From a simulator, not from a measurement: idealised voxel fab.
Herein follows the process module entitled voxel capacitor over wiring.
Each square cell in cross-section cut measures 5 nm, and the section as a whole is 300 nm wide.
Square cells in a grid make up a cross-section in this document, and the grid is given as bands, listed from the top down, each one or more rows of cells. Top height, bottom height, nm. Materials left to right, width each, nm. Single material + "all across" = fills band edge to edge. "air" = empty. It should be noted that heights are counted from 0, beneath which the wafer as supplied is of one material throughout, and that the lowest band possesses no lower boundary but continues downward, as written in "0..down". Width "30 to 40": first value at the band's top row of cells, second value at its bottom row, equal change from row to row. "no change" means the step left every cell of the cross-section as it was. Empty spaces without an open route to the top, at least 8 cells in extent, make up the entry "Closed void entries"; each is given as width x height at distance, where the distance is measured from the left edge, and all are in nm. Past the settings on a step's line: simulator remark, on that step. Regarding "overlay nm": on a step with a mask, it is the distance the mask lay to the right of its planned place; a negative value places it to the left.

STEPS PLANNED FOR THE PROCESS
- 1: RECEIVE [material Si]
- 2: CONFORMAL_DEP [material SiO2] [thk nm 10]
- 3: DIRECTIONAL_DEP [material TiN] [thk nm 5]
- 4: DIRECTIONAL_DEP [material W] [thk nm 20]
- 5: DIRECTIONAL_DEP [material aC] [thk nm 15]
- 6: PATTERN [tone cover] [mask id METAL_1] [material resist] [width nm 30] [pitch nm 95] [thk nm 35] [overlay nm 0]
- 7: DIRECTIONAL_ETCH [etch materials aC] [depth nm 15]
- 8: STRIP [etch materials resist]
- 9: DIRECTIONAL_ETCH [etch materials W] [depth nm 20]
- 10: DIRECTIONAL_ETCH [etch materials TiN] [depth nm 5]
- 11: STRIP [etch materials aC]
- 12: FILL_DEP [material SiO2] [thk nm 5]
- 13: CMP [height nm 35]
- 14: CONFORMAL_DEP [material SiCN] [thk nm 5]
- 15: DIRECTIONAL_DEP [material lowk] [thk nm 20]
- 16: PATTERN [tone open] [mask id PLUG_1] [material resist] [width nm 15] [thk nm 20] [overlay nm 0]
- 17: DIRECTIONAL_ETCH [etch materials lowk] [depth nm 20]
- 18: DIRECTIONAL_ETCH [etch materials SiCN] [depth nm 5]
- 19: STRIP [etch materials resist]
- 20: CONFORMAL_DEP [material TiN] [thk nm 5]
- 21: FILL_DEP [material Cu] [thk nm 5]
- 22: CMP [height nm 60]
- 23: DIRECTIONAL_DEP [material TiN] [thk nm 10]
- 24: DIRECTIONAL_DEP [material HfO2] [thk nm 5]
- 25: DIRECTIONAL_DEP [material TiN] [thk nm 5]
- 26: PATTERN [tone cover] [mask id UPPER_PLATE] [material resist] [width nm 70] [thk nm 20] [overlay nm 0]
- 27: DIRECTIONAL_ETCH [etch materials TiN] [depth nm 5]
- 28: DIRECTIONAL_ETCH [etch materials HfO2] [depth nm 5]
- 29: STRIP [etch materials resist]
- 30: DIRECTIONAL_DEP [material aC] [thk nm 15]
- 31: PATTERN [tone cover] [mask id LOWER_PLATE] [material resist] [width nm 80] [thk nm 30] [overlay nm 0]
- 32: DIRECTIONAL_ETCH [etch materials aC] [depth nm 15]
- 33: STRIP [etch materials resist]
- 34: DIRECTIONAL_ETCH [etch materials TiN] [depth nm 10]
- 35: STRIP [etch materials aC]
- 36: FILL_DEP [material SiO2] [thk nm 15]
- 37: CMP [height nm 90]
- 38: MASKED_ETCH [tone open] [mask id PLUG_2] [width nm 15] [etch materials SiO2] [depth nm 10] [overlay nm 0]
- 39: CONFORMAL_DEP [material TiN] [thk nm 5]
- 40: FILL_DEP [material Ru] [thk nm 10]
- 41: CMP [height nm 90]
- 42: CONFORMAL_DEP [material SiN] [thk nm 5]

DELIVERED WAFER IN CROSS-SECTION: STATE AFTER STEP 1
0..down  Si all across
Closed void entries: none

CROSS-SECTIONAL IMAGE OF THE FIRST OF TWO WAFERS AT THE END OF THE MODULE, THE RUN HAVING PROCEEDED AS PLANNED
95..90  SiN all across
90..85  SiO2 (110) / TiN (5) / Ru (5) / TiN (5) / SiO2 (175)
85..75  SiO2 (110 to 100) / TiN (15 to 70) / SiO2 (175 to 130)
75..70  SiO2 (100) / HfO2 (70) / SiO2 (130)
70..60  SiO2 (95) / TiN (80) / SiO2 (125)
60..40  lowk (100) / TiN (5) / Cu (5) / TiN (5) / lowk (185)
40..35  SiCN (100) / TiN (15) / SiCN (185)
35..15  SiO2 (85) / W (30) / SiO2 (65) / W (30) / SiO2 (90)
15..10  SiO2 (85) / TiN (30) / SiO2 (65) / TiN (30) / SiO2 (90)
10..0  SiO2 all across
0..down  Si all across
Closed void entries: none

CROSS-SECTION AT END OF MODULE FOR THE SECOND WAFER OF TWO, WHICH MATCHED THE FIRST IN STARTING POINT AND PLAN AND DIFFERED BY ONE MISTAKE IN ITS PROCESSING
95..90  SiN all across
90..85  SiO2 (110) / TiN (5) / Ru (5) / TiN (5) / SiO2 (175)
85..80  SiO2 (110) / TiN (15) / SiO2 (175)
80..75  SiO2 (95) / TiN (5) / SiO2 (70) / TiN (5) / SiO2 (125)
75..70  HfO2 (100) / SiO2 (70) / HfO2 (130)
70..60  TiN all across
60..40  lowk (100) / TiN (5) / Cu (5) / TiN (5) / lowk (185)
40..35  SiCN (100) / TiN (15) / SiCN (185)
35..15  SiO2 (85) / W (30) / SiO2 (65) / W (30) / SiO2 (90)
15..10  SiO2 (85) / TiN (30) / SiO2 (65) / TiN (30) / SiO2 (90)
10..0  SiO2 all across
0..down  Si all across
Closed void entries: none
Diagnosis: it should be noted that step 26 was executed with settings other than those planned, the operation and settings actually applied being PATTERN [tone open] [mask id UPPER_PLATE] [material resist] [width nm 70] [thk nm 20] [overlay nm 0]
Once processing is complete, comparing cell counts shows that the second wafer has more or fewer of certain materials than the first: 32 more of HfO2 | 108 fewer of SiO2 | 76 more of TiN
